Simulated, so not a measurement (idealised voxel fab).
A process module follows: voxel local oxidation.
Square cell edge 5 nm, section width 290 nm, ID cut.
The cross-sections in this document take the form of a grid made of square cells. They are written out as bands, in order from top to bottom. Each band consists of one or more rows of cells.
In this notation a band is specified by the heights of its top and bottom, in that order and in nm, after which its materials appear from left to right, each paired with its width in nm. The word "everywhere" attached to a single material means that material fills the band from edge to edge; the word "blank" stands for empty space.
Height 0 is the level under which the wafer as received is all one material. The lowest band goes on downwards, as in "0 and below".
The width entry "30 to 40" should be interpreted row by row: the top row of cells in the band takes the first number, the bottom row takes the second number, and the change between adjacent rows is uniform throughout.
"remained the same", as given for a step, is the statement that not any cell of the cross-section underwent a change during that step.
Voids not open to the top, 8 cells minimum: see "Enclosed void list". Written width x height at distance; distance is from the left edge; nm.
Formally, on a step line, whatever follows the settings is a remark that the simulator itself makes on the step.
The setting "overlay nm" may be written on the line of a step. When the step uses a mask, the value reports how far to the right of the planned place the mask lay, and a negative value reports that it lay to the left.

Planned process steps
step 1: RECEIVE,material Si
step 2: CONFORMAL_DEP,material SiO2,thk nm 5
step 3: CONFORMAL_DEP,material SiN,thk nm 10
step 4: MASKED_ETCH,tone cover,mask id ACTIVE,width nm 100,pitch nm 140,etch materials SiN,depth nm 10,overlay nm 0
step 5: SELECTIVE_ETCH,etch materials SiO2,depth nm 5
step 6: OXIDIZE,depth nm 15
step 7: STRIP,etch materials SiN

As-received state of the wafer in cross-section, equivalent to post-step 1
  0 and below = Si everywhere
  Enclosed void list: none

End-of-module XS, first of two wafers, run as planned
  5 down to 0 = 30 nm blank  90 nm SiO2  50 nm blank  90 nm SiO2  30 nm blank
  0 down to -15 = 45 nm SiO2  60 nm Si  80 nm SiO2  60 nm Si  45 nm SiO2
  -15 and below = Si everywhere
  Enclosed void list: none

Same start, same plan as the first wafer - but one mistake in the run. Cross-section of the second of the two at the end of the module
  15 down to 5 = 25 nm blank  100 nm SiN  40 nm blank  100 nm SiN  25 nm blank
  5 down to 0 = 30 nm blank  90 nm SiO2  50 nm blank  90 nm SiO2  30 nm blank
  0 down to -15 = 45 nm SiO2  60 nm Si  80 nm SiO2  60 nm Si  45 nm SiO2
  -15 and below = Si everywhere
  Enclosed void list: none
Processing error: the run left out plan step 7 entirely, so it was never executed
At the finish, the second wafer shows more or fewer cells for some materials than the first does: +80 SiN
